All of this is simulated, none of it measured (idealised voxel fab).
The document below concerns the process module designated voxel transistor to metal.
Cross-sectional view cut (width: 155 nm; square cell size: 5 nm).
Notation: cross-section as square-cell grid; stated in bands, top first, going down; one or more cell rows per band. Look at the band entry: it leads with the top's height and the bottom's height in nm. Then it lists the materials left to right, with a width in nm for each. The word "edge to edge" on a single material says that material fills the band edge to edge. The word "blank" is empty space. Heights are measured from 0, the level below which the as-received wafer is all one material; the lowest band has no bottom and continues downward, written as in "top 0, no bottom". The two numbers in a width such as "30 to 40" mark its ends across the band: the first belongs to the top row of cells, the second to the bottom row, and from each row to the next the width moves by the same amount. When a step is marked "stayed the same", none of the cells in the cross-section changed during that step. Basically, "Unvented internal voids" tells you about the enclosed voids: empty spaces with no open way to the top, 8 cells or bigger, each written width x height at distance, where distance is from the left edge, all in nm. Where a step's line continues beyond its settings, the continuation is a remark by the simulator itself on that step. overlay nm: where the mask lay relative to plan, measured to the right, on steps with a mask; negatives go left.

[Process steps - plan]
step 1: RECEIVE: material Si
step 2: OXIDIZE: depth nm 5
step 3: CONFORMAL_DEP: material SiN, thk nm 10
step 4: PATTERN: tone cover, mask id ACTIVE, material resist, width nm 100, thk nm 20, overlay nm 0
step 5: DIRECTIONAL_ETCH: etch materials SiN, depth nm 10
step 6: DIRECTIONAL_ETCH: etch materials SiO2, depth nm 5
step 7: DIRECTIONAL_ETCH: etch materials Si, depth nm 20
step 8: STRIP: etch materials resist
step 9: OXIDIZE: depth nm 5
step 10: FILL_DEP: material SiO2, thk nm 5
step 11: CMP: height nm 10
step 12: SELECTIVE_ETCH: etch materials SiO2, depth nm 10
step 13: STRIP: etch materials SiN
step 14: SELECTIVE_ETCH: etch materials SiO2, depth nm 5
step 15: OXIDIZE: depth nm 5
step 16: DIRECTIONAL_DEP: material polySi, thk nm 20
step 17: DIRECTIONAL_DEP: material SiCN, thk nm 10
step 18: PATTERN: tone cover, mask id GATE, material resist, width nm 20, thk nm 20, overlay nm 0
step 19: DIRECTIONAL_ETCH: etch materials SiCN, depth nm 20
step 20: DIRECTIONAL_ETCH: etch materials polySi, depth nm 30
step 21: STRIP: etch materials resist
step 22: CONFORMAL_DEP: material SiN, thk nm 5
step 23: DIRECTIONAL_ETCH: etch materials SiN, depth nm 5
step 24: DIRECTIONAL_ETCH: etch materials SiO2, depth nm 5
step 25: DIRECTIONAL_ETCH: etch materials Si, depth nm 5
step 26: EPI: material pSi, thk nm 5
step 27: FILL_DEP: material SiO2, thk nm 10
step 28: CMP: height nm 25
step 29: DIRECTIONAL_DEP: material SiO2, thk nm 15
step 30: PATTERN: tone open, mask id CONTACT, material resist, width nm 30, pitch nm 60, thk nm 15, overlay nm 0
step 31: DIRECTIONAL_ETCH: etch materials SiO2, depth nm 50
step 32: STRIP: etch materials resist
step 33: CONFORMAL_DEP: material TiN, thk nm 5
step 34: FILL_DEP: material Ru, thk nm 10
step 35: CMP: height nm 30
step 36: CONFORMAL_DEP: material SiCN, thk nm 5
step 37: DIRECTIONAL_DEP: material SiO2, thk nm 20
step 38: DIRECTIONAL_DEP: material aC, thk nm 10
step 39: PATTERN: tone open, mask id METAL_1, material resist, width nm 20, pitch nm 70, thk nm 25, overlay nm 0
step 40: DIRECTIONAL_ETCH: etch materials aC, depth nm 10
step 41: STRIP: etch materials resist
step 42: DIRECTIONAL_ETCH: etch materials SiO2, depth nm 20
step 43: DIRECTIONAL_ETCH: etch materials SiCN, depth nm 5
step 44: STRIP: etch materials aC
step 45: CONFORMAL_DEP: material TiN, thk nm 5
step 46: FILL_DEP: material Ru, thk nm 10
step 47: CMP: height nm 65
step 48: EPI: material Ru, thk nm 5
step 49: FILL_DEP: material SiCN, thk nm 5
step 50: DIRECTIONAL_DEP: material lowk, thk nm 30
step 51: MASKED_ETCH: tone open, mask id METAL_2, width nm 20, pitch nm 70, etch materials lowk, depth nm 15, overlay nm 0
step 52: MASKED_ETCH: tone open, mask id METAL_2_HOLES, width nm 15, pitch nm 70, etch materials lowk, depth nm 15, overlay nm 0
step 53: MASKED_ETCH: tone open, mask id METAL_2_HOLES, width nm 15, pitch nm 70, etch materials SiCN, depth nm 5, overlay nm 0
step 54: CONFORMAL_DEP: material TiN, thk nm 5
step 55: FILL_DEP: material Ru, thk nm 10
step 56: CMP: height nm 105
step 57: CONFORMAL_DEP: material SiN, thk nm 5
Split variable: height nm, step 35. Plan value = first wafer. Wafers start alike.

[Received condition of the first of several wafers, sectioned: post-step 1]
top 0, no bottom: Si edge to edge
Unvented internal voids: none

[Below: a row per wafer. Contents at end of module: for every material, cells gained since receipt (+) or lost since receipt (-); then closed voids]
height nm 30 | +152 Ru | -126 Si | +56 SiCN | +43 SiN | +260 SiO2 | +123 TiN | +144 lowk | +14 pSi | +16 polySi | Unvented internal voids: none
height nm 35 | +129 Ru | -126 Si | +56 SiCN | +43 SiN | +279 SiO2 | +127 TiN | +144 lowk | +14 pSi | +16 polySi | Unvented internal voids: none
height nm 40 | +114 Ru | -126 Si | +75 SiCN | +43 SiN | +298 SiO2 | +104 TiN | +144 lowk | +14 pSi | +16 polySi | Unvented internal voids: none
height nm 45 | +118 Ru | -126 Si | +75 SiCN | +43 SiN | +275 SiO2 | +123 TiN | +144 lowk | +14 pSi | +16 polySi | Unvented internal voids: none
height nm 50 | +145 Ru | -126 Si | +75 SiCN | +43 SiN | +252 SiO2 | +119 TiN | +144 lowk | +14 pSi | +16 polySi | Unvented internal voids: none
height nm 55 | +172 Ru | -126 Si | +75 SiCN | +43 SiN | +229 SiO2 | +115 TiN | +144 lowk | +14 pSi | +16 polySi | Unvented internal voids: none
